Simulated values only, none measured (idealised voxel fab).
The process module presented herein is designated voxel ribs on slabs.
Section cut is 270 nm wide and gridded with 5 nm square cells.
Square cells in a grid make up a cross-section in this document, and the grid is given as bands, listed from the top down, each one or more rows of cells. Quick guide to a band line: top height, bottom height (nm) up front; then every material left to right with its width in nm. Only one material and it's marked "everywhere"? Then it fills the band edge to edge. And "air" just means empty space. Measure heights from 0. That's the level where, below it, the as-received wafer is all one material. The lowest band is bottomless and extends downward; write it as in "from 0 down". A width such as "30->40" changes by the same amount from each row of cells to the next, from the band's top row to its bottom row. A step reported as "remained the same" is a step in which no cell of the cross-section changed. Look at "Enclosed void listing" for the closed voids: empty spaces with no open path to the top, sized 8 cells or up. Each is width x height at distance, distance from the left edge, all nm. On a step's line, text after the settings is the simulator commenting on that step. If you see "overlay nm" on a step's line and that step has a mask, it's telling you how far right of where it was planned the mask ended up; a negative number means it went left instead.

So here's the lineup of process steps we planned:
1,RECEIVE, material Si
2,DIRECTIONAL_DEP, material SiO2, thk nm 25
3,DIRECTIONAL_DEP, material polySi, thk nm 25
4,DIRECTIONAL_DEP, material aC, thk nm 15
5,PATTERN, tone cover, mask id RIB, material resist, width nm 20, thk nm 30, overlay nm 0
6,DIRECTIONAL_ETCH, etch materials aC, depth nm 15
7,STRIP, etch materials resist
8,DIRECTIONAL_ETCH, etch materials polySi, depth nm 15
9,STRIP, etch materials aC
10,MASKED_ETCH, tone cover, mask id SLAB, width nm 70, etch materials polySi, depth nm 10, overlay nm 0
11,FILL_DEP, material SiO2, thk nm 30
12,CMP, height nm 70
13,DIRECTIONAL_DEP, material TiN, thk nm 10
14,MASKED_ETCH, tone cover, mask id HEATER, width nm 30, etch materials TiN, depth nm 10, overlay nm 0
15,CONFORMAL_DEP, material SiO2, thk nm 10

Cross-section, incoming material, after step 1:
from 0 down = Si everywhere
Enclosed void listing: none

Run as planned - first of the two wafers cross-sectioned at the end of the module:
from 90 to 80 = air 110, SiO2 50, air 110
from 80 to 70 = SiO2 120, TiN 30, SiO2 120
from 70 to 50 = SiO2 everywhere
from 50 to 35 = SiO2 125, polySi 20, SiO2 125
from 35 to 25 = SiO2 100, polySi 70, SiO2 100
from 25 to 0 = SiO2 everywhere
from 0 down = Si everywhere
Enclosed void listing: none

What the second wafer looks like in cross-section once the module is done. Its start and its plan matched the first wafer's exactly; what differed was one mistake in how it was run:
from 90 to 80 = air 110, SiO2 50, air 110
from 80 to 70 = SiO2 120, TiN 30, SiO2 120
from 70 to 60 = SiO2 125, polySi 20, SiO2 125
from 60 to 50 = SiO2 100, polySi 70, SiO2 100
from 50 to 25 = polySi everywhere
from 25 to 0 = SiO2 everywhere
from 0 down = Si everywhere
Enclosed void listing: none
What was done differently from what was planned? step 3, plan: ran twice
at the end the second wafer has, in cells: -266 SiO2; +266 polySi
